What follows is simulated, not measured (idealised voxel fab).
process module | voxel self aligned contacts
cross-section cut | 200 nm wide | cells 5 nm
A cross-section is a grid of square cells, given in bands from the top down. A band is one or more rows of cells.
Each band's line starts with the height of the band's top and of its bottom, in nm. Then come its materials from left to right, each with its width in nm. One material with "throughout" fills the band from edge to edge. "air" is empty space.
Height 0 is the level under which the wafer as received is all one material. The lowest band goes on downwards, as in "0 down".
A width such as "30 to 40" changes by the same amount from each row of cells to the next, from the band's top row to its bottom row.
"no change" after a step means that no cell of the cross-section changed.
closed voids: empty space of 8 cells or more with no open way to the top, each as width x height at its distance from the left edge, in nm
after a step's settings: what the simulator itself notes on the step
overlay nm, on a step with a mask: how far to the right of its planned place the mask lay; to the left if negative
plan
1 op RECEIVE | material Si
2 op OXIDIZE | depth nm 5
3 op DIRECTIONAL_DEP | material polySi | thk nm 30
4 op DIRECTIONAL_DEP | material SiN | thk nm 20
5 op MASKED_ETCH | tone cover | mask id GATE | width nm 30 | pitch nm 65 | etch materials SiN | depth nm 20 | overlay nm 0
6 op MASKED_ETCH | tone cover | mask id GATE | width nm 30 | pitch nm 65 | etch materials polySi | depth nm 30 | overlay nm 0
7 op CONFORMAL_DEP | material SiN | thk nm 10
8 op DIRECTIONAL_ETCH | etch materials SiN | depth nm 10
9 op FILL_DEP | material SiO2 | thk nm 20
10 op CMP | height nm 60
11 op PATTERN | tone open | mask id CONTACT | material resist | width nm 45 | thk nm 20 | overlay nm 0
12 op DIRECTIONAL_ETCH | etch materials SiO2 | depth nm 65
13 op STRIP | etch materials resist
14 op CONFORMAL_DEP | material TiN | thk nm 5
15 op FILL_DEP | material W | thk nm 10
16 op CMP | height nm 60
17 op CONFORMAL_DEP | material SiN | thk nm 5
as received, after step 1
  0 down: Si throughout
  closed voids: none
first wafer at the end, as planned
  65 to 60: SiN throughout
  60 to 50: SiO2 75 | TiN 5 to 20 | W 35 to 5 | TiN 5 to 20 | SiO2 80
  50 to 30: SiO2 40 | SiN 50 | TiN 5 | W 5 | TiN 5 | SiN 50 | SiO2 45
  30 to 0: SiO2 40 | SiN 10 | polySi 30 | SiN 10 | TiN 5 | W 5 | TiN 5 | SiN 10 | polySi 30 | SiN 10 | SiO2 45
  0 to -5: SiO2 90 | TiN 15 | SiO2 95
  -5 down: Si throughout
  closed voids: none
second wafer at the end: like start, like plan, one mistake
  65 to 60: SiN throughout
  60 to 55: SiO2 40 | SiN 50 | TiN 5 | W 5 | TiN 5 | SiN 50 | SiO2 45
  55 to 50: SiO2 40 | SiN 50 | TiN 15 | SiN 50 | SiO2 45
  50 to 30: SiN throughout
  30 to 0: polySi throughout
  0 to -5: SiO2 throughout
  -5 down: Si throughout
  closed voids: none
what went wrong: step 4 was run twice
at the end the second wafer has, in cells: 72 more of SiN | 195 fewer of SiO2 | 28 fewer of TiN | 17 fewer of W | 168 more of polySi
